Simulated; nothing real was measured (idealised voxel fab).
Module name: voxel wiring stack (process module)
Section shown: cut. Width: 230 nm. Cell size: 5 nm, square.
Bands, listed from the top down, are how a cross-section gets written in this document; the cross-section itself is a grid of square cells, and a band is one or more rows of them. Per band: top height and bottom height in nm, followed by the left-to-right materials and their widths in nm; "full width" marks a single material spanning edge to edge, "air" marks empty space. Height is counted from the level 0, under which the received wafer is composed throughout of one material. The lowest of the bands is not closed at the bottom but continues downward, in the notation "0 and below". With a width like "30..40", each row of cells in the band differs from the next by the same amount, the top row carrying the first number and the bottom row the second. A step reported as "same as before" is a step in which no cell of the cross-section changed. "Voids, sealed" lists enclosed empty spaces (at least 8 cells, no open path upward to the top), each as width x height at distance from the left edge, in nm. Step line, after settings: the simulator's comment on this step. The "overlay nm" setting may appear on a step's line; for a step that uses a mask, it gives how far to the right of its planned position the mask lay, and a negative value indicates the left.
The following list gives the planned process steps
1. RECEIVE,material Si
2. CONFORMAL_DEP,material SiO2,thk nm 10
3. DIRECTIONAL_DEP,material TiN,thk nm 5
4. DIRECTIONAL_DEP,material Ru,thk nm 25
5. PATTERN,tone cover,mask id METAL_1,material resist,width nm 25,pitch nm 55,thk nm 20,overlay nm 0
6. DIRECTIONAL_ETCH,etch materials Ru,depth nm 25
7. DIRECTIONAL_ETCH,etch materials TiN,depth nm 5
8. STRIP,etch materials resist
9. FILL_DEP,material SiO2,thk nm 10
10. CMP,height nm 40
11. CONFORMAL_DEP,material SiCN,thk nm 5
12. DIRECTIONAL_DEP,material lowk,thk nm 20
13. MASKED_ETCH,tone open,mask id PLUG_1,width nm 15,pitch nm 55,etch materials lowk,depth nm 20,overlay nm 0
14. MASKED_ETCH,tone open,mask id PLUG_1,width nm 15,pitch nm 55,etch materials SiCN,depth nm 5,overlay nm 0
15. EPI,material Ru,thk nm 10
16. EPI,material Ru,thk nm 10
17. EPI,material Ru,thk nm 5
18. CONFORMAL_DEP,material SiN,thk nm 5
19. DIRECTIONAL_DEP,material lowk,thk nm 20
20. MASKED_ETCH,tone open,mask id METAL_2,width nm 25,pitch nm 55,etch materials lowk,depth nm 20,overlay nm 0
21. MASKED_ETCH,tone open,mask id METAL_2,width nm 25,pitch nm 55,etch materials SiN,depth nm 5,overlay nm 0
22. CONFORMAL_DEP,material TiN,thk nm 5
23. FILL_DEP,material Ru,thk nm 10
24. CMP,height nm 90
25. EPI,material Ru,thk nm 5
26. FILL_DEP,material SiCN,thk nm 5
27. DIRECTIONAL_DEP,material lowk,thk nm 35
28. DIRECTIONAL_DEP,material aC,thk nm 10
29. PATTERN,tone open,mask id METAL_3,material resist,width nm 25,pitch nm 55,thk nm 25,overlay nm 0
30. DIRECTIONAL_ETCH,etch materials aC,depth nm 10
31. STRIP,etch materials resist
32. DIRECTIONAL_ETCH,etch materials lowk,depth nm 20
33. STRIP,etch materials aC
34. DIRECTIONAL_DEP,material aC,thk nm 10
35. PATTERN,tone open,mask id METAL_3_HOLES,material resist,width nm 15,pitch nm 55,thk nm 30,overlay nm 0
36. DIRECTIONAL_ETCH,etch materials aC,depth nm 10
37. STRIP,etch materials resist
38. DIRECTIONAL_ETCH,etch materials lowk,depth nm 15
39. DIRECTIONAL_ETCH,etch materials SiCN,depth nm 5
40. STRIP,etch materials aC
41. CONFORMAL_DEP,material TiN,thk nm 5
42. FILL_DEP,material Cu,thk nm 10
43. CMP,height nm 135
44. CONFORMAL_DEP,material SiN,thk nm 5
As-received state of the wafer in cross-section, equivalent to post-step 1
  0 and below: Si full width
  Voids, sealed: none
Same starting wafer, same plan as above, one mistake in the execution; this is the cross-section at the end of the module
  140 down to 135: SiN full width
  135 down to 120: lowk=75; TiN=5; Cu=15; TiN=5; lowk=30; TiN=5; Cu=15; TiN=5; lowk=75
  120 down to 115: lowk=75; TiN=5; Cu=5; TiN=15; lowk=30; TiN=5; Cu=5; TiN=15; lowk=75
  115 down to 100: lowk=75; TiN=5; Cu=5; TiN=5; lowk=40; TiN=5; Cu=5; TiN=5; lowk=85
  100 down to 95: SiCN=75; TiN=15; SiCN=40; TiN=15; SiCN=85
  95 down to 90: SiCN=70; Ru=35; SiCN=20; Ru=35; SiCN=70
  90 down to 80: lowk=75; TiN=5; Ru=15; TiN=5; lowk=30; TiN=5; Ru=15; TiN=5; lowk=75
  80 down to 75: SiN=75; TiN=25; SiN=30; TiN=25; SiN=75
  75 down to 65: SiN full width
  65 down to 45: lowk=75; Ru=15; lowk=40; Ru=15; lowk=85
  45 down to 40: SiCN=75; Ru=15; SiCN=40; Ru=15; SiCN=85
  40 down to 15: SiO2=75; Ru=25; SiO2=30; Ru=25; SiO2=75
  15 down to 10: SiO2=75; TiN=25; SiO2=30; TiN=25; SiO2=75
  10 down to 0: SiO2 full width
  0 and below: Si full width
  Voids, sealed: none
Which mistake was made when the wafer was run? so step 18 ended up running with a different setting than we planned, it ran as CONFORMAL_DEP,material SiN,thk nm 15
